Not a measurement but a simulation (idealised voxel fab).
A process module follows: voxel released beams.
The figure presents cross-section cut, which has a width of 250 nm and is divided into square cells with an edge length of 5 nm.
Bands, listed from the top down, are how a cross-section gets written in this document; the cross-section itself is a grid of square cells, and a band is one or more rows of them. The band entry comprises the height of the band's top followed by the height of its bottom, expressed in nm, and subsequently the band's materials from left to right, each stated together with its width in nm. Where a single material is marked with the word "full width", that material fills the band from edge to edge. The word "air" represents empty space. Below 0: as-received wafer, all one material; heights counted from there. Lowest band: no bottom, goes on down, written "0 and below". Width: "30..40" (first number = top row, second number = bottom row, same change from row to row of cells). What does "nothing different" mean for a step? It means no cell of the cross-section changed in that step. Entry "Enclosed empty spaces". Content: empty spaces with no open connection to the top, size 8 cells or greater. Each: width x height at distance. Distance: from left edge. Unit: nm. Heads up: the bit after the settings on a step's line is the simulator's remark on that step. The "overlay nm" setting may appear on a step's line; for a step that uses a mask, it gives how far to the right of its planned position the mask lay, and a negative value indicates the left.
STEPS PLANNED FOR THE PROCESS
| 1 | RECEIVE,material Si |
| 2 | CONFORMAL_DEP,material Al2O3,thk nm 10 |
| 3 | DIRECTIONAL_DEP,material SiO2,thk nm 15 |
| 4 | DIRECTIONAL_DEP,material aC,thk nm 15 |
| 5 | PATTERN,tone open,mask id ANCHOR,material resist,width nm 35,thk nm 35,overlay nm 0 |
| 6 | DIRECTIONAL_ETCH,etch materials aC,depth nm 15 |
| 7 | STRIP,etch materials resist |
| 8 | DIRECTIONAL_ETCH,etch materials SiO2,depth nm 15 |
| 9 | STRIP,etch materials aC |
| 10 | CONFORMAL_DEP,material W,thk nm 10 |
| 11 | DIRECTIONAL_DEP,material aC,thk nm 10 |
| 12 | PATTERN,tone cover,mask id BEAM,material resist,width nm 85,thk nm 25,overlay nm 0 |
| 13 | DIRECTIONAL_ETCH,etch materials aC,depth nm 10 |
| 14 | STRIP,etch materials resist |
| 15 | DIRECTIONAL_ETCH,etch materials W,depth nm 10 |
| 16 | STRIP,etch materials aC |
| 17 | STRIP,etch materials SiO2 |
The wafers are alike at the start. At step 12, their width nm differs. The plan lists the first wafer's value.
THE FIRST OF SEVERAL WAFERS, AS RECEIVED AFTER STEP 1, SEEN IN SECTION
	0 and below = Si full width
	Enclosed empty spaces: none
THE FIRST OF SEVERAL WAFERS, SEEN IN CROSS-SECTION AFTER THE MODULE'S LAST STEP, STEP 17
	35 down to 25 = air: 80, then W: 10, then air: 15, then W: 60, then air: 85
	25 down to 20 = air: 80, then W: 10, then air: 15, then W: 10, then air: 135
	20 down to 10 = air: 80, then W: 35, then air: 135
	10 down to 0 = Al2O3 full width
	0 and below = Si full width
	Enclosed empty spaces: none
SO THIS IS THE CROSS-SECTION ON THE LAST WAFER AT THE END OF THE MODULE
	35 down to 25 = air: 70, then W: 20, then air: 15, then W: 75, then air: 70
	25 down to 20 = air: 80, then W: 10, then air: 15, then W: 10, then air: 135
	20 down to 10 = air: 80, then W: 35, then air: 135
	10 down to 0 = Al2O3 full width
	0 and below = Si full width
	Enclosed empty spaces: none
ROW PER WAFER, END-OF-MODULE: CELL GAIN (+)/LOSS (-) BY MATERIAL SINCE THE WAFER CAME IN, THEN CLOSED VOIDS
width nm 85 | +100 Al2O3 | +46 W | Enclosed empty spaces: none
width nm 90 | +100 Al2O3 | +48 W | Enclosed empty spaces: none
width nm 95 | +100 Al2O3 | +50 W | Enclosed empty spaces: none
width nm 100 | +100 Al2O3 | +52 W | Enclosed empty spaces: none
width nm 105 | +100 Al2O3 | +54 W | Enclosed empty spaces: none
width nm 110 | +100 Al2O3 | +56 W | Enclosed empty spaces: none
